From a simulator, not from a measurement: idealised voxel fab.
Process module in this document: voxel self aligned vias
Displayed cross-section: cut, width of 250 nm, square cells sized 5 nm.
A cross-section in this document is a grid of square cells, and it is written down as bands, the top band listed before the ones below it; a band is made up of one or more rows of cells. What a band's entry tells you: where the top is and where the bottom is, as heights in nm, and after that what lies inside, material by material from left to right, each with its width in nm. Empty space is written as the word "air", and a single material marked with the word "throughout" occupies the band from edge to edge. Heights are measured from 0, the level below which the as-received wafer is all one material; the lowest band has no bottom and continues downward, written as in "0 down". Read "30 to 40" as a graded width: first number on top, second number at the bottom, same change between each pair of neighbouring rows. It should be understood that the words "nothing altered", when stated for a given step, signify that the cross-section underwent no change in any of its cells during that step. Entry "Sealed-off cavities". Content: empty spaces with no open connection to the top, size 8 cells or greater. Each: width x height at distance. Distance: from left edge. Unit: nm. On a step's line, text after the settings is the simulator commenting on that step. A step line may carry the setting "overlay nm", which, for steps involving a mask, states the distance by which the mask lay to the right of its intended position; negative values denote displacement to the left.

## plan
1) RECEIVE: material Si
2) CONFORMAL_DEP: material SiO2, thk nm 15
3) CONFORMAL_DEP: material SiCN, thk nm 5
4) DIRECTIONAL_DEP: material SiO2, thk nm 25
5) MASKED_ETCH: tone open, mask id LINES, width nm 25, pitch nm 65, etch materials SiO2, depth nm 25, overlay nm 0
6) CONFORMAL_DEP: material TiN, thk nm 5
7) FILL_DEP: material W, thk nm 5
8) CMP: height nm 45
9) SELECTIVE_ETCH: etch materials W Ru TiN, depth nm 10
10) FILL_DEP: material SiN, thk nm 10
11) CMP: height nm 45
12) DIRECTIONAL_DEP: material SiO2, thk nm 20
13) MASKED_ETCH: tone open, mask id VIAS, width nm 35, pitch nm 65, etch materials SiO2, depth nm 20, overlay nm 0
14) MASKED_ETCH: tone open, mask id VIAS, width nm 35, pitch nm 65, etch materials SiN, depth nm 10, overlay nm 0
15) CONFORMAL_DEP: material TiN, thk nm 5
16) FILL_DEP: material W, thk nm 10
17) CMP: height nm 65
18) CONFORMAL_DEP: material SiN, thk nm 5

## This is the cross-section of the wafer as we received it, i.e. after step 1
0 down: Si throughout
Sealed-off cavities: none

## Cross-section, first of two wafers, end of module, run as planned
70 to 65: SiN throughout
65 to 50: SiO2=75  TiN=5  W=25  TiN=5  SiO2=30  TiN=5  W=25  TiN=5  SiO2=75
50 to 40: SiO2=75 to 80  TiN=10 to 5  W=15  TiN=10 to 5  SiO2=30 to 40  TiN=10 to 5  W=15  TiN=10 to 5  SiO2=75 to 80
40 to 35: SiO2=80  TiN=25  SiO2=40  TiN=25  SiO2=80
35 to 25: SiO2=80  TiN=5  W=15  TiN=5  SiO2=40  TiN=5  W=15  TiN=5  SiO2=80
25 to 20: SiO2=80  TiN=25  SiO2=40  TiN=25  SiO2=80
20 to 15: SiCN throughout
15 to 0: SiO2 throughout
0 down: Si throughout
Sealed-off cavities: none

## Cross-sectional view of the second of two wafers upon completion of the module. This wafer shared its starting condition and process plan with the first; one error was made during its execution
85 to 80: SiN throughout
80 to 70: W throughout
70 to 65: TiN=80  W=25  TiN=40  W=25  TiN=80
65 to 50: SiO2=75  TiN=5  W=25  TiN=5  SiO2=30  TiN=5  W=25  TiN=5  SiO2=75
50 to 40: SiO2=75 to 80  TiN=10 to 5  W=15  TiN=10 to 5  SiO2=30 to 40  TiN=10 to 5  W=15  TiN=10 to 5  SiO2=75 to 80
40 to 35: SiO2=80  TiN=25  SiO2=40  TiN=25  SiO2=80
35 to 25: SiO2=80  TiN=5  W=15  TiN=5  SiO2=40  TiN=5  W=15  TiN=5  SiO2=80
25 to 20: SiO2=80  TiN=25  SiO2=40  TiN=25  SiO2=80
20 to 15: SiCN throughout
15 to 0: SiO2 throughout
0 down: Si throughout
Sealed-off cavities: none
Which mistake was made when the wafer was run? step 17 from the plan never happened, it was just skipped
Once processing is complete, comparing cell counts shows that the second wafer has more or fewer of certain materials than the first: +40 TiN | +110 W
